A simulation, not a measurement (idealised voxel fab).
Process module name: voxel air gaps
Shown is cross-section cut, with a width of 295 nm and square cells of size 5 nm.
Bands, listed from the top down, are how a cross-section gets written in this document; the cross-section itself is a grid of square cells, and a band is one or more rows of them.
Quick guide to a band line: top height, bottom height (nm) up front; then every material left to right with its width in nm. Only one material and it's marked "edge to edge"? Then it fills the band edge to edge. And "air" just means empty space.
Heads up on the height convention: 0 is the point under which the incoming wafer is all one material, and the lowest band has no bottom, it just keeps going down, like "0 -> down".
The notation "30 to 40" denotes a width that varies across the rows of cells in the band, beginning at the first number in the top row, finishing at the second number in the bottom row, and changing by an identical amount from each row to the next.
"nothing got changed" means the step left every cell of the cross-section as it was.
"Sealed internal cavities" contains a list of empty spaces, each no smaller than 8 cells and without an open way to the top, written in the form width x height at distance with the distance from the left edge and all three in nm.
What comes after the settings on a step's line is commentary from the simulator itself on that step.
overlay nm: step with mask; distance mask lay right of planned place; negative value = left of planned place.

## The process steps that were planned are listed below
1 RECEIVE: material Si
2 CONFORMAL_DEP: material SiO2, thk nm 15
3 CONFORMAL_DEP: material SiCN, thk nm 5
4 DIRECTIONAL_DEP: material lowk, thk nm 40
5 MASKED_ETCH: tone open, mask id LINES, width nm 20, pitch nm 50, etch materials lowk, depth nm 40, overlay nm 0
6 CONFORMAL_DEP: material TiN, thk nm 5
7 FILL_DEP: material W, thk nm 5
8 CMP: height nm 60
9 EPI: material Ru, thk nm 10
10 SELECTIVE_ETCH: etch materials lowk, depth nm 50
11 CONFORMAL_DEP: material SiCN, thk nm 5

## The first wafer of two, processed as planned

## Incoming wafer in cross-section (state: after step 1)
    0 -> down = Si edge to edge
    Sealed internal cavities: none

## Cross-section of the wafer subsequent to step 2
    15 -> 0 = SiO2 edge to edge
    Beneath the level 0, the cross-section is identical to its previous state.

## Cross-section of the wafer subsequent to step 3
    20 -> 15 = SiCN edge to edge
    Beneath the level 15, the cross-section is identical to its previous state.

## Cross-section of the wafer subsequent to step 4
    60 -> 20 = lowk edge to edge
    Beneath the level 20, the cross-section is identical to its previous state.

## Cross-section of the wafer subsequent to step 5
    60 -> 20 = lowk (60), then air (20), then lowk (30), then air (20), then lowk (30), then air (20), then lowk (30), then air (20), then lowk (65)
    Beneath the level 20, the cross-section is identical to its previous state.

## Cross-section of the wafer subsequent to step 6
    65 -> 60 = TiN (65), then air (10), then TiN (40), then air (10), then TiN (40), then air (10), then TiN (40), then air (10), then TiN (70)
    60 -> 25 = lowk (60), then TiN (5), then air (10), then TiN (5), then lowk (30), then TiN (5), then air (10), then TiN (5), then lowk (30), then TiN (5), then air (10), then TiN (5), then lowk (30), then TiN (5), then air (10), then TiN (5), then lowk (65)
    25 -> 20 = lowk (60), then TiN (20), then lowk (30), then TiN (20), then lowk (30), then TiN (20), then lowk (30), then TiN (20), then lowk (65)
    Beneath the level 20, the cross-section is identical to its previous state.

## Cross-section of the wafer subsequent to step 7
    70 -> 65 = W edge to edge
    65 -> 60 = TiN (65), then W (10), then TiN (40), then W (10), then TiN (40), then W (10), then TiN (40), then W (10), then TiN (70)
    60 -> 25 = lowk (60), then TiN (5), then W (10), then TiN (5), then lowk (30), then TiN (5), then W (10), then TiN (5), then lowk (30), then TiN (5), then W (10), then TiN (5), then lowk (30), then TiN (5), then W (10), then TiN (5), then lowk (65)
    Beneath the level 25, the cross-section is identical to its previous state.

## Cross-section of the wafer subsequent to step 8
    60 -> 25 = lowk (60), then TiN (5), then W (10), then TiN (5), then lowk (30), then TiN (5), then W (10), then TiN (5), then lowk (30), then TiN (5), then W (10), then TiN (5), then lowk (30), then TiN (5), then W (10), then TiN (5), then lowk (65)
    Beneath the level 25, the cross-section is identical to its previous state.

## Cross-section of the wafer subsequent to step 9
    70 -> 60 = air (50), then Ru (40), then air (10), then Ru (40), then air (10), then Ru (40), then air (10), then Ru (40), then air (55)
    Beneath the level 60, the cross-section is identical to its previous state.

## Cross-section of the wafer subsequent to step 10
    70 -> 60 = air (50), then Ru (40), then air (10), then Ru (40), then air (10), then Ru (40), then air (10), then Ru (40), then air (55)
    60 -> 25 = air (60), then TiN (5), then W (10), then TiN (5), then air (30), then TiN (5), then W (10), then TiN (5), then air (30), then TiN (5), then W (10), then TiN (5), then air (30), then TiN (5), then W (10), then TiN (5), then air (65)
    25 -> 20 = air (60), then TiN (20), then air (30), then TiN (20), then air (30), then TiN (20), then air (30), then TiN (20), then air (65)
    Beneath the level 20, the cross-section is identical to its previous state.

## Cross-section of the wafer subsequent to step 11
    75 -> 70 = air (45), then SiCN (200), then air (50)
    70 -> 60 = air (45), then SiCN (5), then Ru (40), then SiCN (10), then Ru (40), then SiCN (10), then Ru (40), then SiCN (10), then Ru (40), then SiCN (5), then air (50)
    60 -> 55 = air (45), then SiCN (15), then TiN (5), then W (10), then TiN (5), then SiCN (30), then TiN (5), then W (10), then TiN (5), then SiCN (30), then TiN (5), then W (10), then TiN (5), then SiCN (30), then TiN (5), then W (10), then TiN (5), then SiCN (15), then air (50)
    55 -> 25 = air (55), then SiCN (5), then TiN (5), then W (10), then TiN (5), then SiCN (5), then air (20), then SiCN (5), then TiN (5), then W (10), then TiN (5), then SiCN (5), then air (20), then SiCN (5), then TiN (5), then W (10), then TiN (5), then SiCN (5), then air (20), then SiCN (5), then TiN (5), then W (10), then TiN (5), then SiCN (5), then air (60)
    25 -> 20 = SiCN (60), then TiN (20), then SiCN (30), then TiN (20), then SiCN (30), then TiN (20), then SiCN (30), then TiN (20), then SiCN (65)
    Beneath the level 20, the cross-section is identical to its previous state.
    Sealed internal cavities: 20 x 30 at 85; 20 x 30 at 135; 20 x 30 at 185

## Regarding the second of the two wafers: it shared the first wafer's starting condition and process plan, yet one error occurred during its execution. Its history coincides with that of the first wafer up to and including step 4

## when step 5 should have ended
    60 -> 20 = lowk (50), then air (20), then lowk (30), then air (20), then lowk (30), then air (20), then lowk (30), then air (20), then lowk (75)
    Beneath the level 20, the cross-section is identical to its previous state.

## when step 6 should have ended
    65 -> 60 = TiN (55), then air (10), then TiN (40), then air (10), then TiN (40), then air (10), then TiN (40), then air (10), then TiN (80)
    60 -> 25 = lowk (50), then TiN (5), then air (10), then TiN (5), then lowk (30), then TiN (5), then air (10), then TiN (5), then lowk (30), then TiN (5), then air (10), then TiN (5), then lowk (30), then TiN (5), then air (10), then TiN (5), then lowk (75)
    25 -> 20 = lowk (50), then TiN (20), then lowk (30), then TiN (20), then lowk (30), then TiN (20), then lowk (30), then TiN (20), then lowk (75)
    Beneath the level 20, the cross-section is identical to its previous state.

## when step 7 should have ended
    70 -> 65 = W edge to edge
    65 -> 60 = TiN (55), then W (10), then TiN (40), then W (10), then TiN (40), then W (10), then TiN (40), then W (10), then TiN (80)
    60 -> 25 = lowk (50), then TiN (5), then W (10), then TiN (5), then lowk (30), then TiN (5), then W (10), then TiN (5), then lowk (30), then TiN (5), then W (10), then TiN (5), then lowk (30), then TiN (5), then W (10), then TiN (5), then lowk (75)
    Beneath the level 25, the cross-section is identical to its previous state.

## when step 8 should have ended
    60 -> 25 = lowk (50), then TiN (5), then W (10), then TiN (5), then lowk (30), then TiN (5), then W (10), then TiN (5), then lowk (30), then TiN (5), then W (10), then TiN (5), then lowk (30), then TiN (5), then W (10), then TiN (5), then lowk (75)
    Beneath the level 25, the cross-section is identical to its previous state.

## when step 9 should have ended
    70 -> 60 = air (40), then Ru (40), then air (10), then Ru (40), then air (10), then Ru (40), then air (10), then Ru (40), then air (65)
    Beneath the level 60, the cross-section is identical to its previous state.

## when step 10 should have ended
    70 -> 60 = air (40), then Ru (40), then air (10), then Ru (40), then air (10), then Ru (40), then air (10), then Ru (40), then air (65)
    60 -> 25 = air (50), then TiN (5), then W (10), then TiN (5), then air (30), then TiN (5), then W (10), then TiN (5), then air (30), then TiN (5), then W (10), then TiN (5), then air (30), then TiN (5), then W (10), then TiN (5), then air (75)
    25 -> 20 = air (50), then TiN (20), then air (30), then TiN (20), then air (30), then TiN (20), then air (30), then TiN (20), then air (75)
    Beneath the level 20, the cross-section is identical to its previous state.

## when step 11 should have ended
    75 -> 70 = air (35), then SiCN (200), then air (60)
    70 -> 60 = air (35), then SiCN (5), then Ru (40), then SiCN (10), then Ru (40), then SiCN (10), then Ru (40), then SiCN (10), then Ru (40), then SiCN (5), then air (60)
    60 -> 55 = air (35), then SiCN (15), then TiN (5), then W (10), then TiN (5), then SiCN (30), then TiN (5), then W (10), then TiN (5), then SiCN (30), then TiN (5), then W (10), then TiN (5), then SiCN (30), then TiN (5), then W (10), then TiN (5), then SiCN (15), then air (60)
    55 -> 25 = air (45), then SiCN (5), then TiN (5), then W (10), then TiN (5), then SiCN (5), then air (20), then SiCN (5), then TiN (5), then W (10), then TiN (5), then SiCN (5), then air (20), then SiCN (5), then TiN (5), then W (10), then TiN (5), then SiCN (5), then air (20), then SiCN (5), then TiN (5), then W (10), then TiN (5), then SiCN (5), then air (70)
    25 -> 20 = SiCN (50), then TiN (20), then SiCN (30), then TiN (20), then SiCN (30), then TiN (20), then SiCN (30), then TiN (20), then SiCN (75)
    Beneath the level 20, the cross-section is identical to its previous state.
    Sealed internal cavities: 20 x 30 at 75; 20 x 30 at 125; 20 x 30 at 175
Diagnosis: so step 5 ended up running with a different setting than we planned, it ran as MASKED_ETCH: tone open, mask id LINES, width nm 20, pitch nm 50, etch materials lowk, depth nm 40, overlay nm -10
Final state: per-material cell counts identical on both wafers; locations differ.
